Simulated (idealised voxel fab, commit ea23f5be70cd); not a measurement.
A process module follows: voxel transistor to metal.
FYI the section here is cut, 145 nm wide, cells are 5 nm squares.
Cross-section format: a grid of square cells, given as bands from top to bottom; each band is one or more rows of cells.
Quick guide to a band line: top height, bottom height (nm) up front; then every material left to right with its width in nm. Only one material and it's marked "full width"? Then it fills the band edge to edge. And "empty" just means empty space.
Zero point of the height axis is 0; under it, received wafer = one material. Lowest band: continues down indefinitely, "z 0 and below".
Width "30->40": first value at the band's top row of cells, second value at its bottom row, equal change from row to row.
Where the words "nothing was modified" appear for a step, the cross-section shows no cell changed by that step; every cell remained as before.
"Encapsulated voids": sealed empty spaces, 8 cells or more, no open way to top, listed width x height at distance, with distance from the left edge and width, height and distance in nm.
What comes after the settings on a step's line is commentary from the simulator itself on that step.
"overlay nm" denotes, for a step that has a mask, the displacement of the mask to the right of its planned place, with negative values corresponding to the left.
Steps planned for the process:
1 RECEIVE with material Si
2 OXIDIZE with depth nm 5
3 CONFORMAL_DEP with material SiN, thk nm 10
4 PATTERN with tone cover, mask id ACTIVE, material resist, width nm 85, thk nm 15, overlay nm 0
5 DIRECTIONAL_ETCH with etch materials SiN, depth nm 10
6 DIRECTIONAL_ETCH with etch materials SiO2, depth nm 5
7 DIRECTIONAL_ETCH with etch materials Si, depth nm 25
8 STRIP with etch materials resist
9 FILL_DEP with material SiO2, thk nm 5
10 CMP with height nm 10
11 SELECTIVE_ETCH with etch materials SiO2, depth nm 5
12 STRIP with etch materials SiN
13 SELECTIVE_ETCH with etch materials SiO2, depth nm 5
14 OXIDIZE with depth nm 5
15 DIRECTIONAL_DEP with material polySi, thk nm 25
16 DIRECTIONAL_DEP with material SiCN, thk nm 15
17 MASKED_ETCH with tone cover, mask id GATE, width nm 15, etch materials SiCN, depth nm 25, overlay nm 0
18 MASKED_ETCH with tone cover, mask id GATE, width nm 15, etch materials polySi, depth nm 35, overlay nm 0
19 CONFORMAL_DEP with material SiO2, thk nm 5
20 DIRECTIONAL_ETCH with etch materials SiO2, depth nm 5
21 CONFORMAL_DEP with material SiN, thk nm 10
22 DIRECTIONAL_ETCH with etch materials SiN, depth nm 10
23 DIRECTIONAL_ETCH with etch materials SiO2, depth nm 5
24 DIRECTIONAL_ETCH with etch materials Si, depth nm 5
25 EPI with material SiGe, thk nm 5
26 FILL_DEP with material SiO2, thk nm 10
27 CMP with height nm 35
28 DIRECTIONAL_DEP with material SiO2, thk nm 15
29 PATTERN with tone open, mask id CONTACT, material resist, width nm 25, pitch nm 50, thk nm 15, overlay nm 0
30 DIRECTIONAL_ETCH with etch materials SiO2, depth nm 55
31 STRIP with etch materials resist
32 CONFORMAL_DEP with material TiN, thk nm 5
33 FILL_DEP with material W, thk nm 5
34 CMP with height nm 50
35 DIRECTIONAL_DEP with material TiN, thk nm 5
36 DIRECTIONAL_DEP with material W, thk nm 25
37 MASKED_ETCH with tone cover, mask id METAL_1, width nm 15, pitch nm 60, etch materials W, depth nm 25, overlay nm 0
38 MASKED_ETCH with tone cover, mask id METAL_1, width nm 15, pitch nm 60, etch materials TiN, depth nm 5, overlay nm 0
39 CONFORMAL_DEP with material SiCN, thk nm 5
40 FILL_DEP with material SiO2, thk nm 10
41 CMP with height nm 80
42 CONFORMAL_DEP with material SiCN, thk nm 5
Cross-sectional view of the wafer in its as-received condition, corresponding to the state after step 1:
    z 0 and below = Si full width
    Encapsulated voids: none
Cross-section, end of module. Start: as above. Plan: as above. Execution: one mistake:
    z 85 to 80 = SiCN full width
    z 80 to 55 = SiO2: 30 / SiCN: 5 / W: 15 / SiCN: 5 / SiO2: 35 / SiCN: 5 / W: 15 / SiCN: 5 / SiO2: 30
    z 55 to 50 = SiCN: 35 / TiN: 15 / SiCN: 45 / TiN: 15 / SiCN: 35
    z 50 to 40 = SiO2: 35 / TiN: 5 / W: 15 / TiN: 5 / SiO2: 25 / TiN: 5 / W: 15 / TiN: 5 / SiO2: 35
    z 40 to 35 = SiO2: 35 / TiN: 5 / W: 10 / TiN: 10 / SiO2: 25 / TiN: 10 / W: 10 / TiN: 5 / SiO2: 35
    z 35 to 20 = SiO2: 35 / TiN: 5 / W: 10 / TiN: 5 / SiN: 10 / SiCN: 15 / SiN: 10 / TiN: 5 / W: 10 / TiN: 5 / SiO2: 35
    z 20 to 0 = SiO2: 35 / TiN: 5 / W: 10 / TiN: 5 / SiN: 10 / polySi: 15 / SiN: 10 / TiN: 5 / W: 10 / TiN: 5 / SiO2: 35
    z 0 to -5 = SiO2: 35 / TiN: 20 / SiN: 10 / polySi: 15 / SiN: 10 / TiN: 20 / SiO2: 35
    z -5 to -10 = SiO2: 25 / SiN: 10 / SiGe: 5 / SiO2: 10 / SiGe: 5 / SiN: 10 / SiO2: 15 / SiN: 10 / SiGe: 5 / SiO2: 10 / SiGe: 5 / SiN: 10 / SiO2: 25
    z -10 to -15 = SiO2: 30 / Si: 5 / SiGe: 20 / Si: 35 / SiGe: 20 / Si: 5 / SiO2: 30
    z -15 to -30 = SiO2: 30 / Si: 85 / SiO2: 30
    z -30 and below = Si full width
    Encapsulated voids: none
It is concluded that the wafer was processed incorrectly with respect to the plan, in that step 19 was dropped from the plan's execution and never run
